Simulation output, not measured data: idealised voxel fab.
This section sets out a process module, namely voxel gate over fins.
Pictured: cross-section cut, 210 nm wide, on a grid of 5 nm square cells.
For the purposes of this document, a cross-section shall be understood as a grid of square cells, specified as bands listed in top-to-bottom order, each band consisting of one or more rows of cells.
For a band, the entry starts with two heights in nm, that of the top and then that of the bottom, and carries on with the band's materials in order from left to right, each alongside its width in nm; the word "all across" beside a single material means it fills the band edge to edge, and "blank" means empty space.
It should be noted that heights are counted from 0, beneath which the wafer as supplied is of one material throughout, and that the lowest band possesses no lower boundary but continues downward, as written in "from 0 down".
A two-number width, for instance "30..40", indicates that the width is equal to the first number in the top row of the band and to the second number in the bottom row, and that it changes by a constant amount per row of cells.
"nothing changed" (step): cross-section cells unchanged, all of them.
Entry "Closed void catalog". Content: empty spaces with no open connection to the top, size 8 cells or greater. Each: width x height at distance. Distance: from left edge. Unit: nm.
That trailing text on a step's line, after the settings, is the simulator's own remark on the step.
"overlay nm", when on a step's line for a step with a mask, measures how far to the right of its planned place the mask lay; a negative measure means to the left.

-- This section lists the process steps that were planned
1) RECEIVE: material Si
2) CONFORMAL_DEP: material SiN, thk nm 10
3) DIRECTIONAL_DEP: material aC, thk nm 15
4) PATTERN: tone cover, mask id FINS, material resist, width nm 15, pitch nm 45, thk nm 35, overlay nm 0
5) DIRECTIONAL_ETCH: etch materials aC, depth nm 15
6) STRIP: etch materials resist
7) DIRECTIONAL_ETCH: etch materials SiN, depth nm 10
8) DIRECTIONAL_ETCH: etch materials Si, depth nm 35
9) STRIP: etch materials aC
10) FILL_DEP: material SiO2, thk nm 15
11) CMP: height nm 10
12) SELECTIVE_ETCH: etch materials SiO2, depth nm 25
13) STRIP: etch materials SiN
14) CONFORMAL_DEP: material HfO2, thk nm 5
15) CONFORMAL_DEP: material TiN, thk nm 5
16) CONFORMAL_DEP: material TiAl, thk nm 5
17) CONFORMAL_DEP: material TiN, thk nm 5
18) FILL_DEP: material W, thk nm 10
19) CMP: height nm 25
20) CONFORMAL_DEP: material SiCN, thk nm 5

-- Cross-section: wafer on arrival = after step 1
from 0 down  Si all across
Closed void catalog: none

-- The module was run from the start shown above using the plan shown above, but one mistake was made doing it; the resulting wafer cross-section is below
from 30 to 25  SiCN all across
from 25 to 15  W all across
from 15 to 5  W: 35 / TiN: 135 / W: 40
from 5 to 0  W: 35 / TiN: 10 / HfO2: 25 / TiN: 20 / HfO2: 25 / TiN: 20 / HfO2: 25 / TiN: 10 / W: 40
from 0 to -10  TiN: 45 / HfO2: 5 / Si: 15 / HfO2: 5 / TiN: 20 / HfO2: 5 / Si: 15 / HfO2: 5 / TiN: 20 / HfO2: 5 / Si: 15 / HfO2: 5 / TiN: 50
from -10 to -15  HfO2: 50 / Si: 15 / HfO2: 30 / Si: 15 / HfO2: 30 / Si: 15 / HfO2: 55
from -15 to -35  SiO2: 50 / Si: 15 / SiO2: 30 / Si: 15 / SiO2: 30 / Si: 15 / SiO2: 55
from -35 down  Si all across
Closed void catalog: none
Here's what went sideways: it should be noted that step 16 of the plan was omitted and was not performed
